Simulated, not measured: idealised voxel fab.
Title: Process Module voxel ribs on slabs
Cross-section cut: width 290 nm, square cells of 5 nm.
In what follows, cross-sections appear as grids of square cells, described through bands that run from the top down, where every band is one or more rows of cells. Band entry format. Leading values: height of top, height of bottom, nm. Remainder: materials in left-to-right order, each with its width in nm. Special words: "all across" on a single material, which then fills the band edge to edge; "blank", empty space. Ref level 0: as-received wafer is one material below here. Bottom band extends down with no lower bound ("0 and below"). Per-row width for "30->40": begins at first number (top row of band), ends at second number (bottom row), increment between rows held constant. You'll sometimes find "no change" written for a step, and that's the way of saying that nowhere in the cross-section did a cell change during that step. "Enclosed voids" enumerates empty spaces isolated from the top, with no open way to it, that contain at least 8 cells, giving each as width x height at distance from the left edge, all three in nm. The remark found on a step's line after its settings is issued by the simulator itself and pertains to that step. overlay nm: how far to the right of its planned place the mask lay on this masked step (negative: to the left).

-- The process steps that were planned are listed below
1,RECEIVE (material Si)
2,DIRECTIONAL_DEP (material SiO2; thk nm 30)
3,DIRECTIONAL_DEP (material polySi; thk nm 20)
4,DIRECTIONAL_DEP (material aC; thk nm 15)
5,PATTERN (tone cover; mask id RIB; material resist; width nm 25; thk nm 30; overlay nm 0)
6,DIRECTIONAL_ETCH (etch materials aC; depth nm 15)
7,STRIP (etch materials resist)
8,DIRECTIONAL_ETCH (etch materials polySi; depth nm 10)
9,STRIP (etch materials aC)
10,MASKED_ETCH (tone cover; mask id SLAB; width nm 65; etch materials polySi; depth nm 10; overlay nm 0)
11,FILL_DEP (material SiO2; thk nm 30)
12,CMP (height nm 70)
13,DIRECTIONAL_DEP (material W; thk nm 10)
14,DIRECTIONAL_DEP (material aC; thk nm 15)
15,PATTERN (tone cover; mask id HEATER; material resist; width nm 25; thk nm 35; overlay nm 0)
16,DIRECTIONAL_ETCH (etch materials aC; depth nm 15)
17,STRIP (etch materials resist)
18,DIRECTIONAL_ETCH (etch materials W; depth nm 10)
19,STRIP (etch materials aC)
20,CONFORMAL_DEP (material SiO2; thk nm 10)
For clarity, it should be stated that the wafers under discussion commence in an identical condition and differ with respect to the width nm of step 15, the plan indicating the value that the first wafer had.

-- The as-received cross-section of the first of several wafers corresponds to the state after step 1
	0 and below  Si all across
	Enclosed voids: none

-- Last step of the module is step 20; after it, the first of several wafers in cross-section
	90 down to 80  blank (120), SiO2 (45), blank (125)
	80 down to 70  SiO2 (130), W (25), SiO2 (135)
	70 down to 50  SiO2 all across
	50 down to 40  SiO2 (130), polySi (25), SiO2 (135)
	40 down to 30  SiO2 (110), polySi (65), SiO2 (115)
	30 down to 0  SiO2 all across
	0 and below  Si all across
	Enclosed voids: none

-- The final wafer, sectioned at module end
	90 down to 80  blank (110), SiO2 (70), blank (110)
	80 down to 70  SiO2 (120), W (50), SiO2 (120)
	70 down to 50  SiO2 all across
	50 down to 40  SiO2 (130), polySi (25), SiO2 (135)
	40 down to 30  SiO2 (110), polySi (65), SiO2 (115)
	30 down to 0  SiO2 all across
	0 and below  Si all across
	Enclosed voids: none

-- Where each wafer stands at the end of the module, a row apiece: cells of each material gained (+) or lost (-) since it was received, then closed voids
width nm 25; +900 SiO2; +10 W; +36 polySi; Enclosed voids: none
width nm 30; +900 SiO2; +12 W; +36 polySi; Enclosed voids: none
width nm 35; +900 SiO2; +14 W; +36 polySi; Enclosed voids: none
width nm 40; +900 SiO2; +16 W; +36 polySi; Enclosed voids: none
width nm 45; +900 SiO2; +18 W; +36 polySi; Enclosed voids: none
width nm 50; +900 SiO2; +20 W; +36 polySi; Enclosed voids: none
